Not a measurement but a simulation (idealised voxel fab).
Module name: voxel self aligned contacts (process module)
Pictured: cross-section cut, 295 nm wide, on a grid of 5 nm square cells.
Just so we're on the same page, the cross-sections are grids of square cells, and they're listed out in bands top to bottom, each band one or more rows deep.
Each band's line starts with the height of the band's top and of its bottom, in nm. Then come its materials from left to right, each with its width in nm. One material with "everywhere" fills the band from edge to edge. "empty" is empty space.
Measure heights from 0. That's the level where, below it, the as-received wafer is all one material. The lowest band is bottomless and extends downward; write it as in "from 0 down".
Per-row width for "30..40": begins at first number (top row of band), ends at second number (bottom row), increment between rows held constant.
Key: "nothing different" - step with no changed cell in the cross-section.
"Enclosed cavity list": empty spaces of 8 cells or more with no open way to the top, each given as width x height at distance, distance from the left edge, all in nm.
Text after the settings on a step's line: the simulator's own remark on that step.
overlay nm: where the mask lay relative to plan, measured to the right, on steps with a mask; negatives go left.
Each pair of cross-sections that follows straddles one process step: the one shows the state before the step, the other the state after it, down to the lowest band that changed and no further. The step in question, and its settings, are given under the pair. Note that a pair is not necessarily a continuation of the pair above it, since pairs can come from different runs of this module on the same starting wafer; it is a continuation only where its entry headed "before" says so.
Before
	from 95 to 70: 90 nm resist, then 50 nm empty, then 15 nm resist, then 50 nm empty, then 90 nm resist
	from 70 to 60: aC everywhere
	from 60 to 45: 60 nm SiO2, then 45 nm SiN, then 20 nm SiO2, then 45 nm SiN, then 20 nm SiO2, then 45 nm SiN, then 60 nm SiO2
	from 45 to 25: 60 nm SiO2, then 10 nm SiN, then 25 nm polySi, then 10 nm SiN, then 20 nm SiO2, then 10 nm SiN, then 25 nm polySi, then 10 nm SiN, then 20 nm SiO2, then 10 nm SiN, then 25 nm polySi, then 10 nm SiN, then 60 nm SiO2
	from 25 to 5: polySi everywhere
	from 5 to 0: SiO2 everywhere
	from 0 down: Si everywhere
	Enclosed cavity list: none
Sectional Result
	from 85 to 70: 90 nm resist, then 50 nm empty, then 15 nm resist, then 50 nm empty, then 90 nm resist
	from 70 to 60: 90 nm aC, then 50 nm empty, then 15 nm aC, then 50 nm empty, then 90 nm aC
	Below a height of 60, the structure has not been altered.
	Enclosed cavity list: none
The cross-sections above show the structure before and after this step: DIRECTIONAL_ETCH: etch materials aC, depth nm 10
before: see preceding pair, after cross-section.
Sectional Result
	from 70 to 60: 90 nm aC, then 50 nm empty, then 15 nm aC, then 50 nm empty, then 90 nm aC
	Below a height of 60, the structure has not been altered.
	Enclosed cavity list: none
The cross-sections above show the structure before and after this step: STRIP: etch materials resist
before: see preceding pair, after cross-section.
Sectional Result
	from 70 to 60: 90 nm aC, then 50 nm empty, then 15 nm aC, then 50 nm empty, then 90 nm aC
	from 60 to 45: 60 nm SiO2, then 45 nm SiN, then 20 nm empty, then 45 nm SiN, then 20 nm empty, then 45 nm SiN, then 60 nm SiO2
	from 45 to 25: 60 nm SiO2, then 10 nm SiN, then 25 nm polySi, then 10 nm SiN, then 20 nm empty, then 10 nm SiN, then 25 nm polySi, then 10 nm SiN, then 20 nm empty, then 10 nm SiN, then 25 nm polySi, then 10 nm SiN, then 60 nm SiO2
	Below a height of 25, the structure has not been altered.
	Enclosed cavity list: none
The cross-sections above show the structure before and after this step: DIRECTIONAL_ETCH: etch materials SiO2, depth nm 60
before: see preceding pair, after cross-section.
Sectional Result
	from 60 to 45: 60 nm SiO2, then 45 nm SiN, then 20 nm empty, then 45 nm SiN, then 20 nm empty, then 45 nm SiN, then 60 nm SiO2
	Below a height of 45, the structure has not been altered.
	Enclosed cavity list: none
The cross-sections above show the structure before and after this step: STRIP: etch materials aC
before: see preceding pair, after cross-section.
Sectional Result
	from 65 to 60: 110 nm TiN, then 10 nm empty, then 55 nm TiN, then 10 nm empty, then 110 nm TiN
	from 60 to 45: 60 nm SiO2, then 45 nm SiN, then 5 nm TiN, then 10 nm empty, then 5 nm TiN, then 45 nm SiN, then 5 nm TiN, then 10 nm empty, then 5 nm TiN, then 45 nm SiN, then 60 nm SiO2
	from 45 to 30: 60 nm SiO2, then 10 nm SiN, then 25 nm polySi, then 10 nm SiN, then 5 nm TiN, then 10 nm empty, then 5 nm TiN, then 10 nm SiN, then 25 nm polySi, then 10 nm SiN, then 5 nm TiN, then 10 nm empty, then 5 nm TiN, then 10 nm SiN, then 25 nm polySi, then 10 nm SiN, then 60 nm SiO2
	from 30 to 25: 60 nm SiO2, then 10 nm SiN, then 25 nm polySi, then 10 nm SiN, then 20 nm TiN, then 10 nm SiN, then 25 nm polySi, then 10 nm SiN, then 20 nm TiN, then 10 nm SiN, then 25 nm polySi, then 10 nm SiN, then 60 nm SiO2
	Below a height of 25, the structure has not been altered.
	Enclosed cavity list: none
The cross-sections above show the structure before and after this step: CONFORMAL_DEP: material TiN, thk nm 5
before: see preceding pair, after cross-section.
Sectional Result
	from 75 to 65: Ru everywhere
	from 65 to 60: 110 nm TiN, then 10 nm Ru, then 55 nm TiN, then 10 nm Ru, then 110 nm TiN
	from 60 to 45: 60 nm SiO2, then 45 nm SiN, then 5 nm TiN, then 10 nm Ru, then 5 nm TiN, then 45 nm SiN, then 5 nm TiN, then 10 nm Ru, then 5 nm TiN, then 45 nm SiN, then 60 nm SiO2
	from 45 to 30: 60 nm SiO2, then 10 nm SiN, then 25 nm polySi, then 10 nm SiN, then 5 nm TiN, then 10 nm Ru, then 5 nm TiN, then 10 nm SiN, then 25 nm polySi, then 10 nm SiN, then 5 nm TiN, then 10 nm Ru, then 5 nm TiN, then 10 nm SiN, then 25 nm polySi, then 10 nm SiN, then 60 nm SiO2
	Below a height of 30, the structure has not been altered.
	Enclosed cavity list: none
The cross-sections above show the structure before and after this step: FILL_DEP: material Ru, thk nm 10
before: see preceding pair, after cross-section.
Sectional Result
	from 60 to 45: 60 nm SiO2, then 45 nm SiN, then 5 nm TiN, then 10 nm Ru, then 5 nm TiN, then 45 nm SiN, then 5 nm TiN, then 10 nm Ru, then 5 nm TiN, then 45 nm SiN, then 60 nm SiO2
	Below a height of 45, the structure has not been altered.
	Enclosed cavity list: none
The cross-sections above show the structure before and after this step: CMP: height nm 60
before: see preceding pair, after cross-section.
Sectional Result
	from 65 to 60: SiN everywhere
	Below a height of 60, the structure has not been altered.
	Enclosed cavity list: none
The cross-sections above show the structure before and after this step: CONFORMAL_DEP: material SiN, thk nm 5
Before
	from 50 to 25: 70 nm empty, then 25 nm SiN, then 40 nm empty, then 25 nm SiN, then 40 nm empty, then 25 nm SiN, then 70 nm empty
	from 25 to 5: 70 nm empty, then 25 nm polySi, then 40 nm empty, then 25 nm polySi, then 40 nm empty, then 25 nm polySi, then 70 nm empty
	from 5 to 0: SiO2 everywhere
	from 0 down: Si everywhere
	Enclosed cavity list: none
Sectional Result
	from 40 to 25: 70 nm empty, then 25 nm SiN, then 40 nm empty, then 25 nm SiN, then 40 nm empty, then 25 nm SiN, then 70 nm empty
	Below a height of 25, the structure has not been altered.
	Enclosed cavity list: none
The cross-sections above show the structure before and after this step: DIRECTIONAL_ETCH: etch materials SiN, depth nm 10
before: see preceding pair, after cross-section.
Sectional Result
	from 50 to 25: 60 nm empty, then 45 nm SiN, then 20 nm empty, then 45 nm SiN, then 20 nm empty, then 45 nm SiN, then 60 nm empty
	from 25 to 15: 60 nm empty, then 10 nm SiN, then 25 nm polySi, then 10 nm SiN, then 20 nm empty, then 10 nm SiN, then 25 nm polySi, then 10 nm SiN, then 20 nm empty, then 10 nm SiN, then 25 nm polySi, then 10 nm SiN, then 60 nm empty
	from 15 to 5: 70 nm SiN, then 25 nm polySi, then 40 nm SiN, then 25 nm polySi, then 40 nm SiN, then 25 nm polySi, then 70 nm SiN
	Below a height of 5, the structure has not been altered.
	Enclosed cavity list: none
The cross-sections above show the structure before and after this step: CONFORMAL_DEP: material SiN, thk nm 10
before: see preceding pair, after cross-section.
Sectional Result
	from 65 to 50: SiO2 everywhere
	from 50 to 25: 60 nm SiO2, then 45 nm SiN, then 20 nm SiO2, then 45 nm SiN, then 20 nm SiO2, then 45 nm SiN, then 60 nm SiO2
	from 25 to 15: 60 nm SiO2, then 10 nm SiN, then 25 nm polySi, then 10 nm SiN, then 20 nm SiO2, then 10 nm SiN, then 25 nm polySi, then 10 nm SiN, then 20 nm SiO2, then 10 nm SiN, then 25 nm polySi, then 10 nm SiN, then 60 nm SiO2
	Below a height of 15, the structure has not been altered.
	Enclosed cavity list: none
The cross-sections above show the structure before and after this step: FILL_DEP: material SiO2, thk nm 15
before: see preceding pair, after cross-section.
Sectional Result
	from 60 to 50: SiO2 everywhere
	Below a height of 50, the structure has not been altered.
	Enclosed cavity list: none
The cross-sections above show the structure before and after this step: CMP: height nm 60
before: see preceding pair, after cross-section.
Sectional Result
	from 70 to 60: aC everywhere
	Below a height of 60, the structure has not been altered.
	Enclosed cavity list: none
The cross-sections above show the structure before and after this step: DIRECTIONAL_DEP: material aC, thk nm 10
before: see preceding pair, after cross-section.
Sectional Result
	from 95 to 70: 90 nm resist, then 50 nm empty, then 15 nm resist, then 50 nm empty, then 90 nm resist
	Below a height of 70, the structure has not been altered.
	Enclosed cavity list: none
The cross-sections above show the structure before and after this step: PATTERN: tone open, mask id CONTACT, material resist, width nm 50, pitch nm 65, thk nm 25, overlay nm 0
before: see preceding pair, after cross-section.
Sectional Result
	from 85 to 70: 90 nm resist, then 50 nm empty, then 15 nm resist, then 50 nm empty, then 90 nm resist
	from 70 to 60: 90 nm aC, then 50 nm empty, then 15 nm aC, then 50 nm empty, then 90 nm aC
	Below a height of 60, the structure has not been altered.
	Enclosed cavity list: none
The cross-sections above show the structure before and after this step: DIRECTIONAL_ETCH: etch materials aC, depth nm 10
before: see preceding pair, after cross-section.
Sectional Result
	from 70 to 60: 90 nm aC, then 50 nm empty, then 15 nm aC, then 50 nm empty, then 90 nm aC
	Below a height of 60, the structure has not been altered.
	Enclosed cavity list: none
The cross-sections above show the structure before and after this step: STRIP: etch materials resist
before: see preceding pair, after cross-section.
Sectional Result
	from 70 to 60: 90 nm aC, then 50 nm empty, then 15 nm aC, then 50 nm empty, then 90 nm aC
	from 60 to 50: 90 nm SiO2, then 50 nm empty, then 15 nm SiO2, then 50 nm empty, then 90 nm SiO2
	from 50 to 25: 60 nm SiO2, then 45 nm SiN, then 20 nm empty, then 45 nm SiN, then 20 nm empty, then 45 nm SiN, then 60 nm SiO2
	from 25 to 15: 60 nm SiO2, then 10 nm SiN, then 25 nm polySi, then 10 nm SiN, then 20 nm empty, then 10 nm SiN, then 25 nm polySi, then 10 nm SiN, then 20 nm empty, then 10 nm SiN, then 25 nm polySi, then 10 nm SiN, then 60 nm SiO2
	Below a height of 15, the structure has not been altered.
	Enclosed cavity list: none
The cross-sections above show the structure before and after this step: DIRECTIONAL_ETCH: etch materials SiO2, depth nm 60
before: see preceding pair, after cross-section.
Sectional Result
	from 60 to 50: 90 nm SiO2, then 50 nm empty, then 15 nm SiO2, then 50 nm empty, then 90 nm SiO2
	Below a height of 50, the structure has not been altered.
	Enclosed cavity list: none
The cross-sections above show the structure before and after this step: STRIP: etch materials aC
before: see preceding pair, after cross-section.
Sectional Result
	from 65 to 60: 95 nm TiN, then 40 nm empty, then 25 nm TiN, then 40 nm empty, then 95 nm TiN
	from 60 to 50: 90 nm SiO2, then 5..20 nm TiN, then 40..10 nm empty, then 5..20 nm TiN, then 15 nm SiO2, then 5..20 nm TiN, then 40..10 nm empty, then 5..20 nm TiN, then 90 nm SiO2
	from 50 to 25: 60 nm SiO2, then 45 nm SiN, then 5 nm TiN, then 10 nm empty, then 5 nm TiN, then 45 nm SiN, then 5 nm TiN, then 10 nm empty, then 5 nm TiN, then 45 nm SiN, then 60 nm SiO2
	from 25 to 20: 60 nm SiO2, then 10 nm SiN, then 25 nm polySi, then 10 nm SiN, then 5 nm TiN, then 10 nm empty, then 5 nm TiN, then 10 nm SiN, then 25 nm polySi, then 10 nm SiN, then 5 nm TiN, then 10 nm empty, then 5 nm TiN, then 10 nm SiN, then 25 nm polySi, then 10 nm SiN, then 60 nm SiO2
	from 20 to 15: 60 nm SiO2, then 10 nm SiN, then 25 nm polySi, then 10 nm SiN, then 20 nm TiN, then 10 nm SiN, then 25 nm polySi, then 10 nm SiN, then 20 nm TiN, then 10 nm SiN, then 25 nm polySi, then 10 nm SiN, then 60 nm SiO2
	Below a height of 15, the structure has not been altered.
	Enclosed cavity list: none
The cross-sections above show the structure before and after this step: CONFORMAL_DEP: material TiN, thk nm 5
before: see preceding pair, after cross-section.
Sectional Result
	from 75 to 65: Ru everywhere
	from 65 to 60: 95 nm TiN, then 40 nm Ru, then 25 nm TiN, then 40 nm Ru, then 95 nm TiN
	from 60 to 50: 90 nm SiO2, then 5..20 nm TiN, then 40..10 nm Ru, then 5..20 nm TiN, then 15 nm SiO2, then 5..20 nm TiN, then 40..10 nm Ru, then 5..20 nm TiN, then 90 nm SiO2
	from 50 to 25: 60 nm SiO2, then 45 nm SiN, then 5 nm TiN, then 10 nm Ru, then 5 nm TiN, then 45 nm SiN, then 5 nm TiN, then 10 nm Ru, then 5 nm TiN, then 45 nm SiN, then 60 nm SiO2
	from 25 to 20: 60 nm SiO2, then 10 nm SiN, then 25 nm polySi, then 10 nm SiN, then 5 nm TiN, then 10 nm Ru, then 5 nm TiN, then 10 nm SiN, then 25 nm polySi, then 10 nm SiN, then 5 nm TiN, then 10 nm Ru, then 5 nm TiN, then 10 nm SiN, then 25 nm polySi, then 10 nm SiN, then 60 nm SiO2
	Below a height of 20, the structure has not been altered.
	Enclosed cavity list: none
The cross-sections above show the structure before and after this step: FILL_DEP: material Ru, thk nm 10
before: see preceding pair, after cross-section.
Sectional Result
	from 60 to 50: 90 nm SiO2, then 5..20 nm TiN, then 40..10 nm Ru, then 5..20 nm TiN, then 15 nm SiO2, then 5..20 nm TiN, then 40..10 nm Ru, then 5..20 nm TiN, then 90 nm SiO2
	Below a height of 50, the structure has not been altered.
	Enclosed cavity list: none
The cross-sections above show the structure before and after this step: CMP: height nm 60
before: see preceding pair, after cross-section.
Sectional Result
	from 65 to 60: SiN everywhere
	Below a height of 60, the structure has not been altered.
	Enclosed cavity list: none
The cross-sections above show the structure before and after this step: CONFORMAL_DEP: material SiN, thk nm 5
Before
	from 75 to 65: Ru everywhere
	from 65 to 60: 95 nm TiN, then 40 nm Ru, then 25 nm TiN, then 40 nm Ru, then 95 nm TiN
	from 60 to 50: 90 nm SiO2, then 5..20 nm TiN, then 40..10 nm Ru, then 5..20 nm TiN, then 15 nm SiO2, then 5..20 nm TiN, then 40..10 nm Ru, then 5..20 nm TiN, then 90 nm SiO2
	from 50 to 25: 60 nm SiO2, then 45 nm SiN, then 5 nm TiN, then 10 nm Ru, then 5 nm TiN, then 45 nm SiN, then 5 nm TiN, then 10 nm Ru, then 5 nm TiN, then 45 nm SiN, then 60 nm SiO2
	from 25 to 5: 60 nm SiO2, then 10 nm SiN, then 25 nm polySi, then 10 nm SiN, then 5 nm TiN, then 10 nm Ru, then 5 nm TiN, then 10 nm SiN, then 25 nm polySi, then 10 nm SiN, then 5 nm TiN, then 10 nm Ru, then 5 nm TiN, then 10 nm SiN, then 25 nm polySi, then 10 nm SiN, then 60 nm SiO2
	from 5 to 0: 105 nm SiO2, then 20 nm TiN, then 45 nm SiO2, then 20 nm TiN, then 105 nm SiO2
	from 0 down: Si everywhere
	Enclosed cavity list: none
Sectional Result
	from 55 to 50: 90 nm SiO2, then 20 nm TiN, then 10 nm Ru, then 20 nm TiN, then 15 nm SiO2, then 20 nm TiN, then 10 nm Ru, then 20 nm TiN, then 90 nm SiO2
	Below a height of 50, the structure has not been altered.
	Enclosed cavity list: none
The cross-sections above show the structure before and after this step: CMP: height nm 55
before: see preceding pair, after cross-section.
Sectional Result
	from 60 to 55: SiN everywhere
	Below a height of 55, the structure has not been altered.
	Enclosed cavity list: none
The cross-sections above show the structure before and after this step: CONFORMAL_DEP: material SiN, thk nm 5
Before
	from 65 to 50: aC everywhere
	from 50 to 25: SiN everywhere
	from 25 to 5: polySi everywhere
	from 5 to 0: SiO2 everywhere
	from 0 down: Si everywhere
	Enclosed cavity list: none
Sectional Result
	from 95 to 65: 65 nm empty, then 35 nm resist, then 30 nm empty, then 35 nm resist, then 30 nm empty, then 35 nm resist, then 65 nm empty
	Below a height of 65, the structure has not been altered.
	Enclosed cavity list: none
The cross-sections above show the structure before and after this step: PATTERN: tone cover, mask id GATE, material resist, width nm 35, pitch nm 65, thk nm 30, overlay nm 0
before: see preceding pair, after cross-section.
Sectional Result
	from 80 to 65: 65 nm empty, then 35 nm resist, then 30 nm empty, then 35 nm resist, then 30 nm empty, then 35 nm resist, then 65 nm empty
	from 65 to 50: 65 nm empty, then 35 nm aC, then 30 nm empty, then 35 nm aC, then 30 nm empty, then 35 nm aC, then 65 nm empty
	Below a height of 50, the structure has not been altered.
	Enclosed cavity list: none
The cross-sections above show the structure before and after this step: DIRECTIONAL_ETCH: etch materials aC, depth nm 15
before: see preceding pair, after cross-section.
Sectional Result
	from 65 to 50: 65 nm empty, then 35 nm aC, then 30 nm empty, then 35 nm aC, then 30 nm empty, then 35 nm aC, then 65 nm empty
	Below a height of 50, the structure has not been altered.
	Enclosed cavity list: none
The cross-sections above show the structure before and after this step: STRIP: etch materials resist
before: see preceding pair, after cross-section.
Sectional Result
	from 65 to 50: 65 nm empty, then 35 nm aC, then 30 nm empty, then 35 nm aC, then 30 nm empty, then 35 nm aC, then 65 nm empty
	from 50 to 25: 65 nm empty, then 35 nm SiN, then 30 nm empty, then 35 nm SiN, then 30 nm empty, then 35 nm SiN, then 65 nm empty
	Below a height of 25, the structure has not been altered.
	Enclosed cavity list: none
The cross-sections above show the structure before and after this step: DIRECTIONAL_ETCH: etch materials SiN, depth nm 25
before: see preceding pair, after cross-section.
Sectional Result
	from 65 to 50: 65 nm empty, then 35 nm aC, then 30 nm empty, then 35 nm aC, then 30 nm empty, then 35 nm aC, then 65 nm empty
	from 50 to 25: 65 nm empty, then 35 nm SiN, then 30 nm empty, then 35 nm SiN, then 30 nm empty, then 35 nm SiN, then 65 nm empty
	from 25 to 5: 65 nm empty, then 35 nm polySi, then 30 nm empty, then 35 nm polySi, then 30 nm empty, then 35 nm polySi, then 65 nm empty
	Below a height of 5, the structure has not been altered.
	Enclosed cavity list: none
The cross-sections above show the structure before and after this step: DIRECTIONAL_ETCH: etch materials polySi, depth nm 20
before: see preceding pair, after cross-section.
Sectional Result
	from 50 to 25: 65 nm empty, then 35 nm SiN, then 30 nm empty, then 35 nm SiN, then 30 nm empty, then 35 nm SiN, then 65 nm empty
	Below a height of 25, the structure has not been altered.
	Enclosed cavity list: none
The cross-sections above show the structure before and after this step: STRIP: etch materials aC
before: see preceding pair, after cross-section.
Sectional Result
	from 60 to 25: 55 nm empty, then 55 nm SiN, then 10 nm empty, then 55 nm SiN, then 10 nm empty, then 55 nm SiN, then 55 nm empty
	from 25 to 15: 55 nm empty, then 10 nm SiN, then 35 nm polySi, then 10 nm SiN, then 10 nm empty, then 10 nm SiN, then 35 nm polySi, then 10 nm SiN, then 10 nm empty, then 10 nm SiN, then 35 nm polySi, then 10 nm SiN, then 55 nm empty
	from 15 to 5: 65 nm SiN, then 35 nm polySi, then 30 nm SiN, then 35 nm polySi, then 30 nm SiN, then 35 nm polySi, then 65 nm SiN
	Below a height of 5, the structure has not been altered.
	Enclosed cavity list: none
The cross-sections above show the structure before and after this step: CONFORMAL_DEP: material SiN, thk nm 10
before: see preceding pair, after cross-section.
Sectional Result
	from 50 to 25: 55 nm empty, then 55 nm SiN, then 10 nm empty, then 55 nm SiN, then 10 nm empty, then 55 nm SiN, then 55 nm empty
	from 25 to 5: 55 nm empty, then 10 nm SiN, then 35 nm polySi, then 10 nm SiN, then 10 nm empty, then 10 nm SiN, then 35 nm polySi, then 10 nm SiN, then 10 nm empty, then 10 nm SiN, then 35 nm polySi, then 10 nm SiN, then 55 nm empty
	Below a height of 5, the structure has not been altered.
	Enclosed cavity list: none
The cross-sections above show the structure before and after this step: DIRECTIONAL_ETCH: etch materials SiN, depth nm 10
before: see preceding pair, after cross-section.
Sectional Result
	from 65 to 50: SiO2 everywhere
	from 50 to 25: 55 nm SiO2, then 55 nm SiN, then 10 nm SiO2, then 55 nm SiN, then 10 nm SiO2, then 55 nm SiN, then 55 nm SiO2
	from 25 to 5: 55 nm SiO2, then 10 nm SiN, then 35 nm polySi, then 10 nm SiN, then 10 nm SiO2, then 10 nm SiN, then 35 nm polySi, then 10 nm SiN, then 10 nm SiO2, then 10 nm SiN, then 35 nm polySi, then 10 nm SiN, then 55 nm SiO2
	Below a height of 5, the structure has not been altered.
	Enclosed cavity list: none
The cross-sections above show the structure before and after this step: FILL_DEP: material SiO2, thk nm 15
before: see preceding pair, after cross-section.
Sectional Result
	from 60 to 50: SiO2 everywhere
	Below a height of 50, the structure has not been altered.
	Enclosed cavity list: none
The cross-sections above show the structure before and after this step: CMP: height nm 60
before: see preceding pair, after cross-section.
Sectional Result
	from 70 to 60: aC everywhere
	Below a height of 60, the structure has not been altered.
	Enclosed cavity list: none
The cross-sections above show the structure before and after this step: DIRECTIONAL_DEP: material aC, thk nm 10
before: see preceding pair, after cross-section.
Sectional Result
	from 95 to 70: 90 nm resist, then 50 nm empty, then 15 nm resist, then 50 nm empty, then 90 nm resist
	Below a height of 70, the structure has not been altered.
	Enclosed cavity list: none
The cross-sections above show the structure before and after this step: PATTERN: tone open, mask id CONTACT, material resist, width nm 50, pitch nm 65, thk nm 25, overlay nm 0
before: see preceding pair, after cross-section.
Sectional Result
	from 85 to 70: 90 nm resist, then 50 nm empty, then 15 nm resist, then 50 nm empty, then 90 nm resist
	from 70 to 60: 90 nm aC, then 50 nm empty, then 15 nm aC, then 50 nm empty, then 90 nm aC
	Below a height of 60, the structure has not been altered.
	Enclosed cavity list: none
The cross-sections above show the structure before and after this step: DIRECTIONAL_ETCH: etch materials aC, depth nm 10
before: see preceding pair, after cross-section.
Sectional Result
	from 70 to 60: 90 nm aC, then 50 nm empty, then 15 nm aC, then 50 nm empty, then 90 nm aC
	Below a height of 60, the structure has not been altered.
	Enclosed cavity list: none
The cross-sections above show the structure before and after this step: STRIP: etch materials resist
before: see preceding pair, after cross-section.
Sectional Result
	from 70 to 60: 90 nm aC, then 50 nm empty, then 15 nm aC, then 50 nm empty, then 90 nm aC
	from 60 to 50: 90 nm SiO2, then 50 nm empty, then 15 nm SiO2, then 50 nm empty, then 90 nm SiO2
	from 50 to 25: 55 nm SiO2, then 55 nm SiN, then 10 nm empty, then 55 nm SiN, then 10 nm empty, then 55 nm SiN, then 55 nm SiO2
	from 25 to 5: 55 nm SiO2, then 10 nm SiN, then 35 nm polySi, then 10 nm SiN, then 10 nm empty, then 10 nm SiN, then 35 nm polySi, then 10 nm SiN, then 10 nm empty, then 10 nm SiN, then 35 nm polySi, then 10 nm SiN, then 55 nm SiO2
	from 5 to 0: 110 nm SiO2, then 10 nm empty, then 55 nm SiO2, then 10 nm empty, then 110 nm SiO2
	Below a height of 0, the structure has not been altered.
	Enclosed cavity list: none
The cross-sections above show the structure before and after this step: DIRECTIONAL_ETCH: etch materials SiO2, depth nm 60
before: see preceding pair, after cross-section.
Sectional Result
	from 60 to 50: 90 nm SiO2, then 50 nm empty, then 15 nm SiO2, then 50 nm empty, then 90 nm SiO2
	Below a height of 50, the structure has not been altered.
	Enclosed cavity list: none
The cross-sections above show the structure before and after this step: STRIP: etch materials aC
before: see preceding pair, after cross-section.
Sectional Result
	from 65 to 60: 95 nm TiN, then 40 nm empty, then 25 nm TiN, then 40 nm empty, then 95 nm TiN
	from 60 to 55: 90 nm SiO2, then 5 nm TiN, then 40 nm empty, then 5 nm TiN, then 15 nm SiO2, then 5 nm TiN, then 40 nm empty, then 5 nm TiN, then 90 nm SiO2
	from 55 to 50: 90 nm SiO2, then 50 nm TiN, then 15 nm SiO2, then 50 nm TiN, then 90 nm SiO2
	from 50 to 25: 55 nm SiO2, then 55 nm SiN, then 10 nm TiN, then 55 nm SiN, then 10 nm TiN, then 55 nm SiN, then 55 nm SiO2
	from 25 to 5: 55 nm SiO2, then 10 nm SiN, then 35 nm polySi, then 10 nm SiN, then 10 nm TiN, then 10 nm SiN, then 35 nm polySi, then 10 nm SiN, then 10 nm TiN, then 10 nm SiN, then 35 nm polySi, then 10 nm SiN, then 55 nm SiO2
	from 5 to 0: 110 nm SiO2, then 10 nm TiN, then 55 nm SiO2, then 10 nm TiN, then 110 nm SiO2
	Below a height of 0, the structure has not been altered.
	Enclosed cavity list: none
The cross-sections above show the structure before and after this step: CONFORMAL_DEP: material TiN, thk nm 5
before: see preceding pair, after cross-section.
Sectional Result
	from 75 to 65: Ru everywhere
	from 65 to 60: 95 nm TiN, then 40 nm Ru, then 25 nm TiN, then 40 nm Ru, then 95 nm TiN
	from 60 to 55: 90 nm SiO2, then 5 nm TiN, then 40 nm Ru, then 5 nm TiN, then 15 nm SiO2, then 5 nm TiN, then 40 nm Ru, then 5 nm TiN, then 90 nm SiO2
	Below a height of 55, the structure has not been altered.
	Enclosed cavity list: none
The cross-sections above show the structure before and after this step: FILL_DEP: material Ru, thk nm 10
before: see preceding pair, after cross-section.
Sectional Result
	from 60 to 55: 90 nm SiO2, then 5 nm TiN, then 40 nm Ru, then 5 nm TiN, then 15 nm SiO2, then 5 nm TiN, then 40 nm Ru, then 5 nm TiN, then 90 nm SiO2
	Below a height of 55, the structure has not been altered.
	Enclosed cavity list: none
The cross-sections above show the structure before and after this step: CMP: height nm 60
before: see preceding pair, after cross-section.
Sectional Result
	from 65 to 60: SiN everywhere
	Below a height of 60, the structure has not been altered.
	Enclosed cavity list: none
The cross-sections above show the structure before and after this step: CONFORMAL_DEP: material SiN, thk nm 5
Before
	from 70 to 60: aC everywhere
	from 60 to 50: SiO2 everywhere
	from 50 to 25: 60 nm SiO2, then 45 nm SiN, then 20 nm SiO2, then 45 nm SiN, then 20 nm SiO2, then 45 nm SiN, then 60 nm SiO2
	from 25 to 5: 60 nm SiO2, then 10 nm SiN, then 25 nm polySi, then 10 nm SiN, then 20 nm SiO2, then 10 nm SiN, then 25 nm polySi, then 10 nm SiN, then 20 nm SiO2, then 10 nm SiN, then 25 nm polySi, then 10 nm SiN, then 60 nm SiO2
	from 5 to 0: SiO2 everywhere
	from 0 down: Si everywhere
	Enclosed cavity list: none
Sectional Result
	from 95 to 70: 95 nm resist, then 50 nm empty, then 15 nm resist, then 50 nm empty, then 85 nm resist
	Below a height of 70, the structure has not been altered.
	Enclosed cavity list: none
The cross-sections above show the structure before and after this step: PATTERN: tone open, mask id CONTACT, material resist, width nm 50, pitch nm 65, thk nm 25, overlay nm 5
before: see preceding pair, after cross-section.
Sectional Result
	from 85 to 70: 95 nm resist, then 50 nm empty, then 15 nm resist, then 50 nm empty, then 85 nm resist
	from 70 to 60: 95 nm aC, then 50 nm empty, then 15 nm aC, then 50 nm empty, then 85 nm aC
	Below a height of 60, the structure has not been altered.
	Enclosed cavity list: none
The cross-sections above show the structure before and after this step: DIRECTIONAL_ETCH: etch materials aC, depth nm 10
before: see preceding pair, after cross-section.
Sectional Result
	from 70 to 60: 95 nm aC, then 50 nm empty, then 15 nm aC, then 50 nm empty, then 85 nm aC
	Below a height of 60, the structure has not been altered.
	Enclosed cavity list: none
The cross-sections above show the structure before and after this step: STRIP: etch materials resist
before: see preceding pair, after cross-section.
Sectional Result
	from 70 to 60: 95 nm aC, then 50 nm empty, then 15 nm aC, then 50 nm empty, then 85 nm aC
	from 60 to 50: 95 nm SiO2, then 50 nm empty, then 15 nm SiO2, then 50 nm empty, then 85 nm SiO2
	from 50 to 25: 60 nm SiO2, then 45 nm SiN, then 20 nm empty, then 45 nm SiN, then 20 nm empty, then 45 nm SiN, then 60 nm SiO2
	from 25 to 5: 60 nm SiO2, then 10 nm SiN, then 25 nm polySi, then 10 nm SiN, then 20 nm empty, then 10 nm SiN, then 25 nm polySi, then 10 nm SiN, then 20 nm empty, then 10 nm SiN, then 25 nm polySi, then 10 nm SiN, then 60 nm SiO2
	from 5 to 0: 105 nm SiO2, then 20 nm empty, then 45 nm SiO2, then 20 nm empty, then 105 nm SiO2
	Below a height of 0, the structure has not been altered.
	Enclosed cavity list: none
The cross-sections above show the structure before and after this step: DIRECTIONAL_ETCH: etch materials SiO2, depth nm 60
before: see preceding pair, after cross-section.
Sectional Result
	from 60 to 50: 95 nm SiO2, then 50 nm empty, then 15 nm SiO2, then 50 nm empty, then 85 nm SiO2
	Below a height of 50, the structure has not been altered.
	Enclosed cavity list: none
The cross-sections above show the structure before and after this step: STRIP: etch materials aC
before: see preceding pair, after cross-section.
Sectional Result
	from 65 to 60: 100 nm TiN, then 40 nm empty, then 25 nm TiN, then 40 nm empty, then 90 nm TiN
	from 60 to 50: 95 nm SiO2, then 5..15 nm TiN, then 40..10 nm empty, then 5..25 nm TiN, then 15 nm SiO2, then 5..15 nm TiN, then 40..10 nm empty, then 5..25 nm TiN, then 85 nm SiO2
	from 50 to 25: 60 nm SiO2, then 45 nm SiN, then 5 nm TiN, then 10 nm empty, then 5 nm TiN, then 45 nm SiN, then 5 nm TiN, then 10 nm empty, then 5 nm TiN, then 45 nm SiN, then 60 nm SiO2
	from 25 to 5: 60 nm SiO2, then 10 nm SiN, then 25 nm polySi, then 10 nm SiN, then 5 nm TiN, then 10 nm empty, then 5 nm TiN, then 10 nm SiN, then 25 nm polySi, then 10 nm SiN, then 5 nm TiN, then 10 nm empty, then 5 nm TiN, then 10 nm SiN, then 25 nm polySi, then 10 nm SiN, then 60 nm SiO2
	from 5 to 0: 105 nm SiO2, then 20 nm TiN, then 45 nm SiO2, then 20 nm TiN, then 105 nm SiO2
	Below a height of 0, the structure has not been altered.
	Enclosed cavity list: none
The cross-sections above show the structure before and after this step: CONFORMAL_DEP: material TiN, thk nm 5
